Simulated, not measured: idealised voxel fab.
Process module, titled voxel trench capacitor
The figure presents cross-section cut, which has a width of 210 nm and is divided into square cells with an edge length of 5 nm.
Throughout this document, each cross-section is represented as a grid of square cells and is presented as a sequence of bands enumerated from the top downward, where a band comprises one or more rows of cells.
What a band's entry tells you: where the top is and where the bottom is, as heights in nm, and after that what lies inside, material by material from left to right, each with its width in nm. Empty space is written as the word "blank", and a single material marked with the word "edge to edge" occupies the band from edge to edge.
Height is counted from the level 0, under which the received wafer is composed throughout of one material. The lowest of the bands is not closed at the bottom but continues downward, in the notation "0 and below".
Top row gets the first number, bottom row gets the second, and each row in between changes by the same step: that is how a band width like "30..40" works.
"identical to before", as given for a step, is the statement that not any cell of the cross-section underwent a change during that step.
The entry titled "Enclosed voids" provides the empty spaces that have no open way to the top, restricted to those of 8 cells or more. Each is presented as width x height at distance, the distance being measured from the left edge, with all three in nm.
On each step's line, the part that comes after the settings is the simulator's own comment on the step.
Regarding "overlay nm": on a step with a mask, it is the distance the mask lay to the right of its planned place; a negative value places it to the left.

Set out below are the planned steps of the process
| 1 | RECEIVE, material Si |
| 2 | CONFORMAL_DEP, material SiN, thk nm 10 |
| 3 | DIRECTIONAL_DEP, material aC, thk nm 10 |
| 4 | PATTERN, tone open, mask id TRENCH, material resist, width nm 15, pitch nm 30, thk nm 30, overlay nm 0 |
| 5 | DIRECTIONAL_ETCH, etch materials aC, depth nm 10 |
| 6 | STRIP, etch materials resist |
| 7 | DIRECTIONAL_ETCH, etch materials SiN, depth nm 10 |
| 8 | DIRECTIONAL_ETCH, etch materials Si, depth nm 30 |
| 9 | STRIP, etch materials aC |
| 10 | CONFORMAL_DEP, material SiO2, thk nm 5 |
| 11 | FILL_DEP, material polySi, thk nm 10 |
| 12 | CMP, height nm 10 |

Below: the first of two wafers, run as planned

As received (post step 1): cross-section
	0 and below | Si edge to edge
	Enclosed voids: none

After step 2: wafer cross-section
	10 down to 0 | SiN edge to edge
	Below 0, no change.

After step 3: wafer cross-section
	20 down to 10 | aC edge to edge
	Below 10, no change.

After step 4: wafer cross-section
	50 down to 20 | resist 65 nm, then blank 15 nm, then resist 15 nm, then blank 15 nm, then resist 15 nm, then blank 15 nm, then resist 70 nm
	Below 20, no change.

After step 5: wafer cross-section
	40 down to 20 | resist 65 nm, then blank 15 nm, then resist 15 nm, then blank 15 nm, then resist 15 nm, then blank 15 nm, then resist 70 nm
	20 down to 10 | aC 65 nm, then blank 15 nm, then aC 15 nm, then blank 15 nm, then aC 15 nm, then blank 15 nm, then aC 70 nm
	Below 10, no change.

After step 6: wafer cross-section
	20 down to 10 | aC 65 nm, then blank 15 nm, then aC 15 nm, then blank 15 nm, then aC 15 nm, then blank 15 nm, then aC 70 nm
	Below 10, no change.

After step 7: wafer cross-section
	20 down to 10 | aC 65 nm, then blank 15 nm, then aC 15 nm, then blank 15 nm, then aC 15 nm, then blank 15 nm, then aC 70 nm
	10 down to 0 | SiN 65 nm, then blank 15 nm, then SiN 15 nm, then blank 15 nm, then SiN 15 nm, then blank 15 nm, then SiN 70 nm
	Below 0, no change.

After step 8: wafer cross-section
	20 down to 10 | aC 65 nm, then blank 15 nm, then aC 15 nm, then blank 15 nm, then aC 15 nm, then blank 15 nm, then aC 70 nm
	10 down to 0 | SiN 65 nm, then blank 15 nm, then SiN 15 nm, then blank 15 nm, then SiN 15 nm, then blank 15 nm, then SiN 70 nm
	0 down to -30 | Si 65 nm, then blank 15 nm, then Si 15 nm, then blank 15 nm, then Si 15 nm, then blank 15 nm, then Si 70 nm
	Below -30, no change.

After step 9: wafer cross-section
	10 down to 0 | SiN 65 nm, then blank 15 nm, then SiN 15 nm, then blank 15 nm, then SiN 15 nm, then blank 15 nm, then SiN 70 nm
	Below 0, no change.

After step 10: wafer cross-section
	15 down to 10 | SiO2 70 nm, then blank 5 nm, then SiO2 25 nm, then blank 5 nm, then SiO2 25 nm, then blank 5 nm, then SiO2 75 nm
	10 down to 0 | SiN 65 nm, then SiO2 5 nm, then blank 5 nm, then SiO2 5 nm, then SiN 15 nm, then SiO2 5 nm, then blank 5 nm, then SiO2 5 nm, then SiN 15 nm, then SiO2 5 nm, then blank 5 nm, then SiO2 5 nm, then SiN 70 nm
	0 down to -25 | Si 65 nm, then SiO2 5 nm, then blank 5 nm, then SiO2 5 nm, then Si 15 nm, then SiO2 5 nm, then blank 5 nm, then SiO2 5 nm, then Si 15 nm, then SiO2 5 nm, then blank 5 nm, then SiO2 5 nm, then Si 70 nm
	-25 down to -30 | Si 65 nm, then SiO2 15 nm, then Si 15 nm, then SiO2 15 nm, then Si 15 nm, then SiO2 15 nm, then Si 70 nm
	Below -30, no change.

After step 11: wafer cross-section
	25 down to 15 | polySi edge to edge
	15 down to 10 | SiO2 70 nm, then polySi 5 nm, then SiO2 25 nm, then polySi 5 nm, then SiO2 25 nm, then polySi 5 nm, then SiO2 75 nm
	10 down to 0 | SiN 65 nm, then SiO2 5 nm, then polySi 5 nm, then SiO2 5 nm, then SiN 15 nm, then SiO2 5 nm, then polySi 5 nm, then SiO2 5 nm, then SiN 15 nm, then SiO2 5 nm, then polySi 5 nm, then SiO2 5 nm, then SiN 70 nm
	0 down to -25 | Si 65 nm, then SiO2 5 nm, then polySi 5 nm, then SiO2 5 nm, then Si 15 nm, then SiO2 5 nm, then polySi 5 nm, then SiO2 5 nm, then Si 15 nm, then SiO2 5 nm, then polySi 5 nm, then SiO2 5 nm, then Si 70 nm
	Below -25, no change.

After step 12: wafer cross-section
	10 down to 0 | SiN 65 nm, then SiO2 5 nm, then polySi 5 nm, then SiO2 5 nm, then SiN 15 nm, then SiO2 5 nm, then polySi 5 nm, then SiO2 5 nm, then SiN 15 nm, then SiO2 5 nm, then polySi 5 nm, then SiO2 5 nm, then SiN 70 nm
	Below 0, no change.

Wafer two. Identical start, identical plan. One mistake in execution. Identical history through step 11

Here is the second wafer in cross-section at the point where step 12 of the plan should have been done: identical to before
Heads up, the wafer didn't run the way we planned it: the plan's step 12 went unexecuted, having been skipped
The second wafer ends with more or fewer cells of some materials than the first, per final count: 39 more of SiO2, 87 more of polySi
